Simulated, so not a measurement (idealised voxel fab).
Process module in this document: voxel transistor to metal
We display cut, a cross-section 140 nm in width whose square cells are each 5 nm.
Cross-section layout: square cells on a grid; listed as bands, top to bottom; a band spans one or more cell rows.
Quick guide to a band line: top height, bottom height (nm) up front; then every material left to right with its width in nm. Only one material and it's marked "throughout"? Then it fills the band edge to edge. And "air" just means empty space.
Heights are measured from 0, the level below which the as-received wafer is all one material; the lowest band has no bottom and continues downward, written as in "0 down".
Width "30..40": first value at the band's top row of cells, second value at its bottom row, equal change from row to row.
Key: "left unchanged" - step with no changed cell in the cross-section.
Basically, "Unvented cavities" tells you about the enclosed voids: empty spaces with no open way to the top, 8 cells or bigger, each written width x height at distance, where distance is from the left edge, all in nm.
The remark found on a step's line after its settings is issued by the simulator itself and pertains to that step.
The optional step-line setting "overlay nm" applies to steps with a mask and quantifies how far to the right of its planned location the mask lay, a negative value indicating leftward placement.
Before/after cross-section pairs, one process step each; after shown to lowest changed band; step and settings beneath. Pairs may be from different runs of this module on the same starting wafer; a pair continues from the one above only where its "State before step" entry says so.

# State before step
- 75 to 60  20 nm SiO2, 20 nm air, 60 nm SiO2, 20 nm air, 20 nm SiO2
- 60 to 55  20 nm SiCN, 20 nm air, 60 nm SiCN, 20 nm air, 20 nm SiCN
- 55 to 45  15 nm Ru, 5 nm TiN, 20 nm SiO2, 5 nm TiN, 50 nm Ru, 5 nm TiN, 20 nm SiO2, 5 nm TiN, 15 nm Ru
- 45 to 40  15 nm Ru, 5 nm TiN, 20 nm SiO2, 60 nm TiN, 20 nm SiO2, 5 nm TiN, 15 nm Ru
- 40 to 25  15 nm Ru, 5 nm TiN, 20 nm SiO2, 10 nm TiN, 5 nm SiN, 5 nm TiN, 20 nm SiCN, 5 nm TiN, 5 nm SiN, 10 nm TiN, 20 nm SiO2, 5 nm TiN, 15 nm Ru
- 25 to 10  15 nm Ru, 5 nm TiN, 20 nm SiO2, 10 nm TiN, 5 nm SiN, 5 nm TiN, 20 nm polySi, 5 nm TiN, 5 nm SiN, 10 nm TiN, 20 nm SiO2, 5 nm TiN, 15 nm Ru
- 10 to 5  20 nm TiN, 20 nm SiO2, 10 nm TiN, 5 nm SiN, 5 nm TiN, 20 nm polySi, 5 nm TiN, 5 nm SiN, 10 nm TiN, 20 nm SiO2, 20 nm TiN
- 5 to 0  15 nm SiO2, 35 nm SiGe, 5 nm SiN, 5 nm SiO2, 20 nm polySi, 5 nm SiO2, 5 nm SiN, 35 nm SiGe, 15 nm SiO2
- 0 to -5  15 nm SiO2, 5 nm SiN, 30 nm SiGe, 5 nm SiN, 5 nm SiO2, 20 nm polySi, 5 nm SiO2, 5 nm SiN, 30 nm SiGe, 5 nm SiN, 15 nm SiO2
- -5 to -10  20 nm SiO2, 30 nm SiGe, 40 nm SiO2, 30 nm SiGe, 20 nm SiO2
- -10 to -20  15 nm SiO2, 5 nm Si, 30 nm SiGe, 40 nm Si, 30 nm SiGe, 5 nm Si, 15 nm SiO2
- -20 to -40  15 nm SiO2, 110 nm Si, 15 nm SiO2
- -40 down  Si throughout
- Unvented cavities: none

# Resultant Cross-Section
- 80 to 75  25 nm TiN, 10 nm air, 70 nm TiN, 10 nm air, 25 nm TiN
- 75 to 60  20 nm SiO2, 5 nm TiN, 10 nm air, 5 nm TiN, 60 nm SiO2, 5 nm TiN, 10 nm air, 5 nm TiN, 20 nm SiO2
- 60 to 55  20 nm SiCN, 20 nm TiN, 60 nm SiCN, 20 nm TiN, 20 nm SiCN
- Rest of section, below 55: as before.
- Unvented cavities: none
The two cross-sections above are separated by a single process step, namely CONFORMAL_DEP [material TiN] [thk nm 5]

State before step: same picture as after in the pair right above, so we don't repeat it.

# Resultant Cross-Section
- 90 to 80  W throughout
- 80 to 75  25 nm TiN, 10 nm W, 70 nm TiN, 10 nm W, 25 nm TiN
- 75 to 60  20 nm SiO2, 5 nm TiN, 10 nm W, 5 nm TiN, 60 nm SiO2, 5 nm TiN, 10 nm W, 5 nm TiN, 20 nm SiO2
- Rest of section, below 60: as before.
- Unvented cavities: none
The two cross-sections above are separated by a single process step, namely FILL_DEP [material W] [thk nm 10]

State before step: same picture as after in the pair right above, so we don't repeat it.

# Resultant Cross-Section
- 75 to 60  20 nm SiO2, 5 nm TiN, 10 nm W, 5 nm TiN, 60 nm SiO2, 5 nm TiN, 10 nm W, 5 nm TiN, 20 nm SiO2
- Rest of section, below 60: as before.
- Unvented cavities: none
The two cross-sections above are separated by a single process step, namely CMP [height nm 75]

State before step: same picture as after in the pair right above, so we don't repeat it.

# Resultant Cross-Section
- 80 to 75  SiCN throughout
- Rest of section, below 75: as before.
- Unvented cavities: none
The two cross-sections above are separated by a single process step, namely CONFORMAL_DEP [material SiCN] [thk nm 5]
